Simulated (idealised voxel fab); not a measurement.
This is a process module. Its name is voxel double patterning.
Square cells of 5 nm make up the cross-section cut, whose width is 180 nm.
Cross-sections here: square-cell grids, written as top-down lists of bands, a band being one or more rows of cells.
Each band's line starts with the height of the band's top and of its bottom, in nm. Then come its materials from left to right, each with its width in nm. One material with "edge to edge" fills the band from edge to edge. "air" is empty space.
Heights are expressed relative to 0, this being the level below which the as-received wafer comprises one material exclusively. The lowest band is unbounded in the downward direction and is denoted as in "0 down".
Quick explanation for "30 to 40": the width changes in equal steps down the rows of cells, from the first number in the band's top row to the second number in its bottom row.
Reading "changes: none" for a step: not a cell of the cross-section changed in it.
Entry "Encapsulated voids". Content: empty spaces with no open connection to the top, size 8 cells or greater. Each: width x height at distance. Distance: from left edge. Unit: nm.
What comes after the settings on a step's line is commentary from the simulator itself on that step.
overlay nm: where the mask lay relative to plan, measured to the right, on steps with a mask; negatives go left.

[Below is the list of planned process steps]
1,RECEIVE, material Si
2,CONFORMAL_DEP, material SiO2, thk nm 10
3,DIRECTIONAL_DEP, material polySi, thk nm 10
4,DIRECTIONAL_DEP, material SiCN, thk nm 5
5,MASKED_ETCH, tone open, mask id FIRST, width nm 15, pitch nm 50, etch materials SiCN, depth nm 5, overlay nm 0
6,MASKED_ETCH, tone open, mask id SECOND, width nm 15, etch materials SiCN, depth nm 5, overlay nm 0
7,DIRECTIONAL_ETCH, etch materials polySi, depth nm 10
8,STRIP, etch materials SiCN

[So this is the incoming wafer in cross-section - it's already been through step 1]
0 down: Si edge to edge
Encapsulated voids: none

[Cross-section, end of module. Start: as above. Plan: as above. Execution: one mistake]
25 to 20: 55 nm SiCN; 15 nm air; 10 nm SiCN; 15 nm air; 10 nm SiCN; 15 nm air; 60 nm SiCN
20 to 10: 55 nm polySi; 15 nm air; 10 nm polySi; 15 nm air; 10 nm polySi; 15 nm air; 60 nm polySi
10 to 0: SiO2 edge to edge
0 down: Si edge to edge
Encapsulated voids: none
What went wrong in running the wafer? plan step 8: skipped, not run
